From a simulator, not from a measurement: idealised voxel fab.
The name of this process module is voxel transistor to metal.
Cross-section cut spans 215 nm and uses square cells 5 nm in size.
How to read a cross-section here: the picture is a grid of square cells, written as bands going from the top down, and any band can span one or more rows of cells.
Heads up on the band format: heights come first, top then bottom, in nm. After that it's the materials left to right, each with its width in nm. A single material flagged "everywhere" fills the whole band edge to edge, and "blank" means there's empty space there.
All heights in this document are referenced to 0, defined as the level beneath which the wafer, as received, consists entirely of one material. The lowest band is not bounded below; it extends indefinitely downward and is written in the form "0 and below".
The width entry "30->40" should be interpreted row by row: the top row of cells in the band takes the first number, the bottom row takes the second number, and the change between adjacent rows is uniform throughout.
"stayed the same" (step): cross-section cells unchanged, all of them.
"Voids, fully enclosed" - sealed voids, min. 8 cells, no opening to top; format: width x height at distance (distance from left edge; nm throughout).
Note: text after step settings on the step line = simulator remark on that step.
Each step line may optionally specify "overlay nm", which for a step with a mask gives the rightward distance between the mask's planned place and where it lay, a negative value indicating the leftward direction.
**These are the steps we planned for the process**
step 1: op RECEIVE | material Si
step 2: op CONFORMAL_DEP | material SiO2 | thk nm 5
step 3: op CONFORMAL_DEP | material SiN | thk nm 15
step 4: op MASKED_ETCH | tone cover | mask id ACTIVE | width nm 100 | etch materials SiN | depth nm 15 | overlay nm 0
step 5: op MASKED_ETCH | tone cover | mask id ACTIVE | width nm 100 | etch materials SiO2 | depth nm 5 | overlay nm 0
step 6: op MASKED_ETCH | tone cover | mask id ACTIVE | width nm 100 | etch materials Si | depth nm 20 | overlay nm 0
step 7: op OXIDIZE | depth nm 5
step 8: op FILL_DEP | material SiO2 | thk nm 10
step 9: op CMP | height nm 20
step 10: op SELECTIVE_ETCH | etch materials SiO2 | depth nm 10
step 11: op STRIP | etch materials SiN
step 12: op SELECTIVE_ETCH | etch materials SiO2 | depth nm 5
step 13: op OXIDIZE | depth nm 5
step 14: op DIRECTIONAL_DEP | material polySi | thk nm 30
step 15: op DIRECTIONAL_DEP | material SiCN | thk nm 15
step 16: op DIRECTIONAL_DEP | material aC | thk nm 10
step 17: op PATTERN | tone cover | mask id GATE | material resist | width nm 20 | thk nm 25 | overlay nm 0
step 18: op DIRECTIONAL_ETCH | etch materials aC | depth nm 10
step 19: op STRIP | etch materials resist
step 20: op DIRECTIONAL_ETCH | etch materials SiCN | depth nm 25
step 21: op DIRECTIONAL_ETCH | etch materials polySi | depth nm 40
step 22: op STRIP | etch materials aC
step 23: op CONFORMAL_DEP | material SiO2 | thk nm 5
step 24: op DIRECTIONAL_ETCH | etch materials SiO2 | depth nm 5
step 25: op CONFORMAL_DEP | material SiN | thk nm 10
step 26: op DIRECTIONAL_ETCH | etch materials SiN | depth nm 10
step 27: op DIRECTIONAL_ETCH | etch materials SiO2 | depth nm 5
step 28: op EPI | material SiGe | thk nm 5
step 29: op FILL_DEP | material SiO2 | thk nm 10
step 30: op CMP | height nm 45
step 31: op DIRECTIONAL_DEP | material SiO2 | thk nm 15
step 32: op DIRECTIONAL_DEP | material aC | thk nm 10
step 33: op PATTERN | tone open | mask id CONTACT | material resist | width nm 30 | pitch nm 60 | thk nm 30 | overlay nm 0
step 34: op DIRECTIONAL_ETCH | etch materials aC | depth nm 10
step 35: op STRIP | etch materials resist
step 36: op DIRECTIONAL_ETCH | etch materials SiO2 | depth nm 60
step 37: op STRIP | etch materials aC
step 38: op CONFORMAL_DEP | material TiN | thk nm 5
step 39: op FILL_DEP | material Ru | thk nm 5
step 40: op CMP | height nm 60
step 41: op DIRECTIONAL_DEP | material TiN | thk nm 5
step 42: op DIRECTIONAL_DEP | material Ru | thk nm 15
step 43: op MASKED_ETCH | tone cover | mask id METAL_1 | width nm 20 | pitch nm 70 | etch materials Ru | depth nm 15 | overlay nm 0
step 44: op MASKED_ETCH | tone cover | mask id METAL_1 | width nm 20 | pitch nm 70 | etch materials TiN | depth nm 5 | overlay nm 0
step 45: op CONFORMAL_DEP | material SiN | thk nm 5
step 46: op FILL_DEP | material lowk | thk nm 5
step 47: op CMP | height nm 80
step 48: op CONFORMAL_DEP | material SiCN | thk nm 5
step 49: op DIRECTIONAL_DEP | material SiO2 | thk nm 25
step 50: op MASKED_ETCH | tone open | mask id METAL_2 | width nm 20 | pitch nm 70 | etch materials SiO2 | depth nm 15 | overlay nm 0
step 51: op MASKED_ETCH | tone open | mask id METAL_2_HOLES | width nm 15 | pitch nm 70 | etch materials SiO2 | depth nm 10 | overlay nm 0
step 52: op MASKED_ETCH | tone open | mask id METAL_2_HOLES | width nm 15 | pitch nm 70 | etch materials SiCN | depth nm 5 | overlay nm 0
step 53: op CONFORMAL_DEP | material TiN | thk nm 5
step 54: op FILL_DEP | material Cu | thk nm 5
step 55: op CMP | height nm 110
step 56: op CONFORMAL_DEP | material SiCN | thk nm 5
**Cross-section of the wafer as it came to us, i.e., already through step 1**
    0 and below = Si everywhere
    Voids, fully enclosed: none
**First of two wafers: cross-section at end of module, run per plan**
    115 down to 110 = SiCN everywhere
    110 down to 100 = 60 SiO2; 5 TiN; 10 Cu; 5 TiN; 50 SiO2; 5 TiN; 10 Cu; 5 TiN; 65 SiO2
    100 down to 95 = 60 SiO2; 5 TiN; 5 Cu; 10 TiN; 50 SiO2; 5 TiN; 5 Cu; 10 TiN; 65 SiO2
    95 down to 85 = 60 SiO2; 5 TiN; 5 Cu; 5 TiN; 55 SiO2; 5 TiN; 5 Cu; 5 TiN; 70 SiO2
    85 down to 80 = 60 SiCN; 15 TiN; 55 SiCN; 15 TiN; 70 SiCN
    80 down to 65 = 55 lowk; 5 SiN; 20 Ru; 5 SiN; 40 lowk; 5 SiN; 20 Ru; 5 SiN; 60 lowk
    65 down to 60 = 60 SiN; 20 TiN; 50 SiN; 20 TiN; 65 SiN
    60 down to 50 = 60 SiO2; 5 TiN; 20 Ru; 5 TiN; 30 SiO2; 5 TiN; 20 Ru; 5 TiN; 65 SiO2
    50 down to 45 = 60 SiO2; 5 TiN; 10 Ru; 15 TiN; 30 SiO2; 15 TiN; 10 Ru; 5 TiN; 65 SiO2
    45 down to 30 = 60 SiO2; 5 TiN; 10 Ru; 5 TiN; 10 SiN; 5 SiO2; 20 SiCN; 5 SiO2; 10 SiN; 5 TiN; 10 Ru; 5 TiN; 65 SiO2
    30 down to 10 = 60 SiO2; 5 TiN; 10 Ru; 5 TiN; 10 SiN; 5 SiO2; 20 polySi; 5 SiO2; 10 SiN; 5 TiN; 10 Ru; 5 TiN; 65 SiO2
    10 down to 5 = 60 SiO2; 10 TiN; 5 Ru; 5 TiN; 10 SiN; 5 SiO2; 20 polySi; 5 SiO2; 10 SiN; 5 TiN; 5 Ru; 10 TiN; 65 SiO2
    5 down to 0 = 55 SiO2; 10 SiN; 15 TiN; 10 SiN; 5 SiO2; 20 polySi; 5 SiO2; 10 SiN; 15 TiN; 10 SiN; 60 SiO2
    0 down to -5 = 65 SiO2; 15 SiGe; 50 SiO2; 15 SiGe; 70 SiO2
    -5 down to -25 = 60 SiO2; 90 Si; 65 SiO2
    -25 and below = Si everywhere
    Voids, fully enclosed: none
**Presented here is a cross-section of the second of the two wafers as it stood at the end of the module. It was started in the same manner and assigned the same plan as the first wafer; however, one mistake was made in its execution**
    120 down to 115 = SiCN everywhere
    115 down to 110 = 65 TiN; 10 Cu; 60 TiN; 10 Cu; 70 TiN
    110 down to 100 = 60 SiO2; 5 TiN; 10 Cu; 5 TiN; 50 SiO2; 5 TiN; 10 Cu; 5 TiN; 65 SiO2
    100 down to 95 = 60 SiO2; 5 TiN; 5 Cu; 10 TiN; 50 SiO2; 5 TiN; 5 Cu; 10 TiN; 65 SiO2
    95 down to 85 = 60 SiO2; 5 TiN; 5 Cu; 5 TiN; 55 SiO2; 5 TiN; 5 Cu; 5 TiN; 70 SiO2
    85 down to 80 = 60 SiCN; 15 TiN; 55 SiCN; 15 TiN; 70 SiCN
    80 down to 65 = 55 lowk; 5 SiN; 20 Ru; 5 SiN; 40 lowk; 5 SiN; 20 Ru; 5 SiN; 60 lowk
    65 down to 60 = 60 SiN; 20 TiN; 50 SiN; 20 TiN; 65 SiN
    60 down to 50 = 60 SiO2; 5 TiN; 20 Ru; 5 TiN; 30 SiO2; 5 TiN; 20 Ru; 5 TiN; 65 SiO2
    50 down to 45 = 60 SiO2; 5 TiN; 10 Ru; 15 TiN; 30 SiO2; 15 TiN; 10 Ru; 5 TiN; 65 SiO2
    45 down to 30 = 60 SiO2; 5 TiN; 10 Ru; 5 TiN; 10 SiN; 5 SiO2; 20 SiCN; 5 SiO2; 10 SiN; 5 TiN; 10 Ru; 5 TiN; 65 SiO2
    30 down to 10 = 60 SiO2; 5 TiN; 10 Ru; 5 TiN; 10 SiN; 5 SiO2; 20 polySi; 5 SiO2; 10 SiN; 5 TiN; 10 Ru; 5 TiN; 65 SiO2
    10 down to 5 = 60 SiO2; 10 TiN; 5 Ru; 5 TiN; 10 SiN; 5 SiO2; 20 polySi; 5 SiO2; 10 SiN; 5 TiN; 5 Ru; 10 TiN; 65 SiO2
    5 down to 0 = 55 SiO2; 10 SiN; 15 TiN; 10 SiN; 5 SiO2; 20 polySi; 5 SiO2; 10 SiN; 15 TiN; 10 SiN; 60 SiO2
    0 down to -5 = 65 SiO2; 15 SiGe; 50 SiO2; 15 SiGe; 70 SiO2
    -5 down to -25 = 60 SiO2; 90 Si; 65 SiO2
    -25 and below = Si everywhere
    Voids, fully enclosed: none
Processing error: step 55 off recipe, ran as op CMP | height nm 115
Upon completion, the second wafer contains, in terms of cells, a greater or smaller amount of certain materials than the first wafer: +4 Cu; +39 TiN
